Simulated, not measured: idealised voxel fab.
process module | voxel plated lines
cross-section cut | 275 nm wide | cells 5 nm
A cross-section is a grid of square cells, given in bands from the top down. A band is one or more rows of cells.
Each band's line starts with the height of the band's top and of its bottom, in nm. Then come its materials from left to right, each with its width in nm. One material with "throughout" fills the band from edge to edge. "air" is empty space.
Height 0 is the level under which the wafer as received is all one material. The lowest band goes on downwards, as in "0 down".
A width such as "30 to 40" changes by the same amount from each row of cells to the next, from the band's top row to its bottom row.
"no change" after a step means that no cell of the cross-section changed.
closed voids: empty space of 8 cells or more with no open way to the top, each as width x height at its distance from the left edge, in nm
after a step's settings: what the simulator itself notes on the step
overlay nm, on a step with a mask: how far to the right of its planned place the mask lay; to the left if negative
plan
1 op RECEIVE | material Si
2 op CONFORMAL_DEP | material Al2O3 | thk nm 5
3 op DIRECTIONAL_DEP | material TiN | thk nm 5
4 op PATTERN | tone open | mask id LINES | material resist | width nm 30 | pitch nm 45 | thk nm 25 | overlay nm 0
5 op EPI | material Ru | thk nm 10
6 op EPI | material Ru | thk nm 10
7 op STRIP | etch materials resist
8 op DIRECTIONAL_ETCH | etch materials TiN | depth nm 5
9 op CONFORMAL_DEP | material SiO2 | thk nm 5
as received, after step 1
  0 down: Si throughout
  closed voids: none
first wafer at the end, as planned
  35 to 30: air 95 | SiO2 40 | air 5 | SiO2 40 | air 95
  30 to 10: air 95 | SiO2 5 | Ru 30 | SiO2 5 | air 5 | SiO2 5 | Ru 30 | SiO2 5 | air 95
  10 to 5: SiO2 100 | TiN 30 | SiO2 15 | TiN 30 | SiO2 100
  5 to 0: Al2O3 throughout
  0 down: Si throughout
  closed voids: none
second wafer at the end: like start, like plan, one mistake
  35 to 30: SiO2 105 | air 20 | SiO2 25 | air 20 | SiO2 105
  30 to 10: Ru 100 | SiO2 5 | air 20 | SiO2 5 | Ru 15 | SiO2 5 | air 20 | SiO2 5 | Ru 100
  10 to 5: TiN 100 | SiO2 30 | TiN 15 | SiO2 30 | TiN 100
  5 to 0: Al2O3 throughout
  0 down: Si throughout
  closed voids: none
what went wrong: step 4 ran as: op PATTERN | tone cover | mask id LINES | material resist | width nm 30 | pitch nm 45 | thk nm 25 | overlay nm 0
at the end the second wafer has, in cells: 124 more of Ru | 31 more of TiN
